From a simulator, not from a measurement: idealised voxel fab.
This is a process module. Its name is voxel double patterning.
Cross-sectional view cut (width: 175 nm; square cell size: 5 nm).
Throughout this document, each cross-section is represented as a grid of square cells and is presented as a sequence of bands enumerated from the top downward, where a band comprises one or more rows of cells. Top height, bottom height, nm. Materials left to right, width each, nm. Single material + "throughout" = fills band edge to edge. "air" = empty. A quick word on heights: they are counted from 0, and under that level the wafer as it came to us is one material throughout. The lowest band is different from the rest in having no bottom; it simply continues downward, written as in "z 0 and below". Width spec "30..40" -> top row of cells at first value, bottom row at second value, equal per-row change in between. Any step labelled "nothing altered" changed none of the cells in the cross-section. The entry "Enclosed voids" lists the empty spaces that cover at least 8 cells and have no open path to the top. Each is written as width x height at distance, where the distance is measured from the left edge and all three values are in nm. after a step's settings: what the simulator itself notes on the step. overlay nm, on a step with a mask: how far to the right of its planned place the mask lay; to the left if negative.

The process steps that were planned are listed below
| 1 | RECEIVE | material Si |
| 2 | CONFORMAL_DEP | material SiN | thk nm 10 |
| 3 | DIRECTIONAL_DEP | material SiO2 | thk nm 20 |
| 4 | DIRECTIONAL_DEP | material SiCN | thk nm 10 |
| 5 | MASKED_ETCH | tone open | mask id FIRST | width nm 15 | pitch nm 50 | etch materials SiCN | depth nm 10 | overlay nm 0 |
| 6 | DIRECTIONAL_DEP | material aC | thk nm 15 |
| 7 | PATTERN | tone open | mask id SECOND | material resist | width nm 15 | thk nm 35 | overlay nm 0 |
| 8 | DIRECTIONAL_ETCH | etch materials aC | depth nm 15 |
| 9 | STRIP | etch materials resist |
| 10 | DIRECTIONAL_ETCH | etch materials SiCN | depth nm 10 |
| 11 | STRIP | etch materials aC |
| 12 | DIRECTIONAL_ETCH | etch materials SiO2 | depth nm 20 |
| 13 | STRIP | etch materials SiCN |

As-received state of the wafer in cross-section, equivalent to post-step 1
	z 0 and below  Si throughout
	Enclosed voids: none

One mistake in running the module, otherwise start and plan as above: cross-section at the end
	z 35 to 15  SiO2: 55  air: 15  SiO2: 10  air: 15  SiO2: 10  air: 15  SiO2: 55
	z 15 to 0  SiN throughout
	z 0 and below  Si throughout
	Enclosed voids: none
It is concluded that the wafer was processed incorrectly with respect to the plan, in that step 2 ran with different settings than intended, the actual operation and settings being CONFORMAL_DEP | material SiN | thk nm 15
